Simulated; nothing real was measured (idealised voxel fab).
process module | voxel trench capacitor
cross-section cut | 225 nm wide | cells 5 nm
A cross-section is a grid of square cells, given in bands from the top down. A band is one or more rows of cells.
Each band's line starts with the height of the band's top and of its bottom, in nm. Then come its materials from left to right, each with its width in nm. One material with "throughout" fills the band from edge to edge. "air" is empty space.
Height 0 is the level under which the wafer as received is all one material. The lowest band goes on downwards, as in "0 down".
A width such as "30 to 40" changes by the same amount from each row of cells to the next, from the band's top row to its bottom row.
"no change" after a step means that no cell of the cross-section changed.
closed voids: empty space of 8 cells or more with no open way to the top, each as width x height at its distance from the left edge, in nm
after a step's settings: what the simulator itself notes on the step
overlay nm, on a step with a mask: how far to the right of its planned place the mask lay; to the left if negative
plan
1 op RECEIVE | material Si
2 op CONFORMAL_DEP | material SiN | thk nm 10
3 op MASKED_ETCH | tone open | mask id TRENCH | width nm 15 | pitch nm 35 | etch materials SiN | depth nm 10 | overlay nm 0
4 op MASKED_ETCH | tone open | mask id TRENCH | width nm 15 | pitch nm 35 | etch materials Si | depth nm 40 | overlay nm 0
5 op CONFORMAL_DEP | material Al2O3 | thk nm 5
6 op FILL_DEP | material polySi | thk nm 10
7 op CMP | height nm 10
as received, after step 1
  0 down: Si throughout
  closed voids: none
a wafer at the end: this start, this plan, one mistake
  10 to 0: SiN 70 | Al2O3 5 | SiN 5 | Al2O3 5 | SiN 20 | Al2O3 5 | SiN 5 | Al2O3 5 | SiN 20 | Al2O3 5 | SiN 5 | Al2O3 5 | SiN 70
  0 to -35: Si 70 | Al2O3 5 | SiN 5 | Al2O3 5 | Si 20 | Al2O3 5 | SiN 5 | Al2O3 5 | Si 20 | Al2O3 5 | SiN 5 | Al2O3 5 | Si 70
  -35 to -40: Si 70 | Al2O3 15 | Si 20 | Al2O3 15 | Si 20 | Al2O3 15 | Si 70
  -40 down: Si throughout
  closed voids: none
what went wrong: step 6 ran as: op FILL_DEP | material SiN | thk nm 10
